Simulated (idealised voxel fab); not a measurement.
process module | voxel quadruple lines
cross-section cut | 140 nm wide | cells 5 nm
A cross-section is a grid of square cells, given in bands from the top down. A band is one or more rows of cells.
Each band's line starts with the height of the band's top and of its bottom, in nm. Then come its materials from left to right, each with its width in nm. One material with "throughout" fills the band from edge to edge. "air" is empty space.
Height 0 is the level under which the wafer as received is all one material. The lowest band goes on downwards, as in "0 down".
A width such as "30 to 40" changes by the same amount from each row of cells to the next, from the band's top row to its bottom row.
"no change" after a step means that no cell of the cross-section changed.
closed voids: empty space of 8 cells or more with no open way to the top, each as width x height at its distance from the left edge, in nm
after a step's settings: what the simulator itself notes on the step
overlay nm, on a step with a mask: how far to the right of its planned place the mask lay; to the left if negative
plan
1 op RECEIVE | material Si
2 op CONFORMAL_DEP | material Al2O3 | thk nm 10
3 op DIRECTIONAL_DEP | material W | thk nm 15
4 op DIRECTIONAL_DEP | material polySi | thk nm 20
5 op DIRECTIONAL_DEP | material aC | thk nm 20
6 op PATTERN | tone cover | mask id MANDREL | material resist | width nm 20 | thk nm 25 | overlay nm 0
7 op DIRECTIONAL_ETCH | etch materials aC | depth nm 20
8 op STRIP | etch materials resist
9 op CONFORMAL_DEP | material SiO2 | thk nm 10
10 op DIRECTIONAL_ETCH | etch materials SiO2 | depth nm 10
11 op STRIP | etch materials aC
12 op DIRECTIONAL_ETCH | etch materials polySi | depth nm 20
13 op STRIP | etch materials SiO2
14 op CONFORMAL_DEP | material SiN | thk nm 5
15 op DIRECTIONAL_ETCH | etch materials SiN | depth nm 5
16 op STRIP | etch materials polySi
17 op DIRECTIONAL_ETCH | etch materials W | depth nm 15
18 op STRIP | etch materials SiN
19 op FILL_DEP | material lowk | thk nm 5
20 op CMP | height nm 25
as received, after step 1
  0 down: Si throughout
  closed voids: none
first wafer at the end, as planned
  25 to 10: lowk 45 | W 5 | lowk 10 | W 5 | lowk 10 | W 5 | lowk 10 | W 5 | lowk 45
  10 to 0: Al2O3 throughout
  0 down: Si throughout
  closed voids: none
second wafer at the end: like start, like plan, one mistake
  25 to 20: lowk throughout
  20 to 10: lowk 45 | W 5 | lowk 10 | W 5 | lowk 10 | W 5 | lowk 10 | W 5 | lowk 45
  10 to 0: Al2O3 throughout
  0 down: Si throughout
  closed voids: none
what went wrong: step 3 ran as: op DIRECTIONAL_DEP | material W | thk nm 10
at the end the second wafer has, in cells: 4 fewer of W | 4 more of lowk
